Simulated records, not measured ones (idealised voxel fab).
Herein follows the process module entitled voxel wiring stack.
The cross-section shown here is cut; it is 155 nm wide and divided into square cells measuring 5 nm on a side.
Throughout this document, each cross-section is represented as a grid of square cells and is presented as a sequence of bands enumerated from the top downward, where a band comprises one or more rows of cells. Read a band's entry like this: the first values are the height of its top and the height of its bottom in nm, and what follows is the sequence of materials from left to right, each with its width in nm. Note that "empty" is empty space, and that a single material marked "all across" reaches across the band from edge to edge. Height reference: 0 = level under which incoming wafer is all one material. Lowest band: no bottom, runs on downward, e.g. "z 0 and below". Width spec "30 to 40" -> top row of cells at first value, bottom row at second value, equal per-row change in between. What does "remained unchanged" mean for a step? It means no cell of the cross-section changed in that step. Look at "Sealed void list" for the closed voids: empty spaces with no open path to the top, sized 8 cells or up. Each is width x height at distance, distance from the left edge, all nm. Step line, after settings: the simulator's comment on this step. What "overlay nm" on a step's line means: if the step has a mask, that mask lay this far to the right of its planned place, or, when the value is negative, to the left.

### The planned process steps are enumerated hereunder
1 RECEIVE | material Si
2 CONFORMAL_DEP | material SiO2 | thk nm 10
3 CONFORMAL_DEP | material SiN | thk nm 5
4 DIRECTIONAL_DEP | material lowk | thk nm 25
5 PATTERN | tone open | mask id METAL_1 | material resist | width nm 25 | pitch nm 55 | thk nm 20 | overlay nm 0
6 DIRECTIONAL_ETCH | etch materials lowk | depth nm 25
7 DIRECTIONAL_ETCH | etch materials SiN | depth nm 5
8 STRIP | etch materials resist
9 CONFORMAL_DEP | material TiN | thk nm 5
10 FILL_DEP | material Ru | thk nm 10
11 CMP | height nm 40
12 EPI | material Ru | thk nm 5
13 FILL_DEP | material SiCN | thk nm 5
14 DIRECTIONAL_DEP | material lowk | thk nm 15
15 MASKED_ETCH | tone open | mask id PLUG_1 | width nm 15 | etch materials lowk | depth nm 15 | overlay nm 0
16 MASKED_ETCH | tone open | mask id PLUG_1 | width nm 15 | etch materials SiCN | depth nm 5 | overlay nm 0
17 EPI | material Ru | thk nm 10
18 EPI | material Ru | thk nm 10
19 DIRECTIONAL_DEP | material TiN | thk nm 5
20 DIRECTIONAL_DEP | material W | thk nm 20
21 DIRECTIONAL_DEP | material aC | thk nm 15
22 PATTERN | tone cover | mask id METAL_2 | material resist | width nm 25 | pitch nm 55 | thk nm 30 | overlay nm 0
23 DIRECTIONAL_ETCH | etch materials aC | depth nm 15
24 STRIP | etch materials resist
25 DIRECTIONAL_ETCH | etch materials W | depth nm 20
26 DIRECTIONAL_ETCH | etch materials TiN | depth nm 5
27 STRIP | etch materials aC
28 FILL_DEP | material SiO2 | thk nm 5
29 CMP | height nm 90
30 CONFORMAL_DEP | material SiCN | thk nm 5
The thk nm used in step 19 is not the same on every wafer, whereas the starting condition is; the value printed in the plan is the first wafer's.

### First of several wafers, received after step 1, in cross-section
* z 0 and below: Si all across
* Sealed void list: none

### Once step 30, the last step, is complete, the module is at its end; this is the cross-section of the first of several wafers
* z 95 to 90: SiCN all across
* z 90 to 70: SiO2: 35, then W: 25, then SiO2: 30, then W: 25, then SiO2: 40
* z 70 to 65: SiO2: 35, then TiN: 25, then SiO2: 30, then TiN: 25, then SiO2: 40
* z 65 to 50: lowk: 35, then Ru: 15, then lowk: 105
* z 50 to 45: SiCN: 35, then Ru: 15, then SiCN: 105
* z 45 to 40: SiCN: 30, then Ru: 35, then SiCN: 20, then Ru: 35, then SiCN: 35
* z 40 to 15: lowk: 35, then TiN: 5, then Ru: 15, then TiN: 5, then lowk: 30, then TiN: 5, then Ru: 15, then TiN: 5, then lowk: 40
* z 15 to 10: SiN: 35, then TiN: 25, then SiN: 30, then TiN: 25, then SiN: 40
* z 10 to 0: SiO2 all across
* z 0 and below: Si all across
* Sealed void list: none

### Cross-section, module end, final of several wafers
* z 95 to 90: SiCN all across
* z 90 to 85: SiO2: 35, then W: 25, then SiO2: 30, then W: 25, then SiO2: 40
* z 85 to 80: SiO2: 35, then TiN: 25, then SiO2: 30, then TiN: 25, then SiO2: 40
* z 80 to 65: TiN all across
* z 65 to 50: lowk: 35, then Ru: 15, then lowk: 105
* z 50 to 45: SiCN: 35, then Ru: 15, then SiCN: 105
* z 45 to 40: SiCN: 30, then Ru: 35, then SiCN: 20, then Ru: 35, then SiCN: 35
* z 40 to 15: lowk: 35, then TiN: 5, then Ru: 15, then TiN: 5, then lowk: 30, then TiN: 5, then Ru: 15, then TiN: 5, then lowk: 40
* z 15 to 10: SiN: 35, then TiN: 25, then SiN: 30, then TiN: 25, then SiN: 40
* z 10 to 0: SiO2 all across
* z 0 and below: Si all across
* Sealed void list: none

### Below: a row per wafer. Contents at end of module: for every material, cells gained since receipt (+) or lost since receipt (-); then closed voids
thk nm 5; +56 Ru; +76 SiCN; +21 SiN; +167 SiO2; +40 TiN; +40 W; +189 lowk; Sealed void list: none
thk nm 10; +56 Ru; +76 SiCN; +21 SiN; +146 SiO2; +71 TiN; +30 W; +189 lowk; Sealed void list: none
thk nm 15; +56 Ru; +76 SiCN; +21 SiN; +125 SiO2; +102 TiN; +20 W; +189 lowk; Sealed void list: none
thk nm 20; +56 Ru; +76 SiCN; +21 SiN; +104 SiO2; +133 TiN; +10 W; +189 lowk; Sealed void list: none
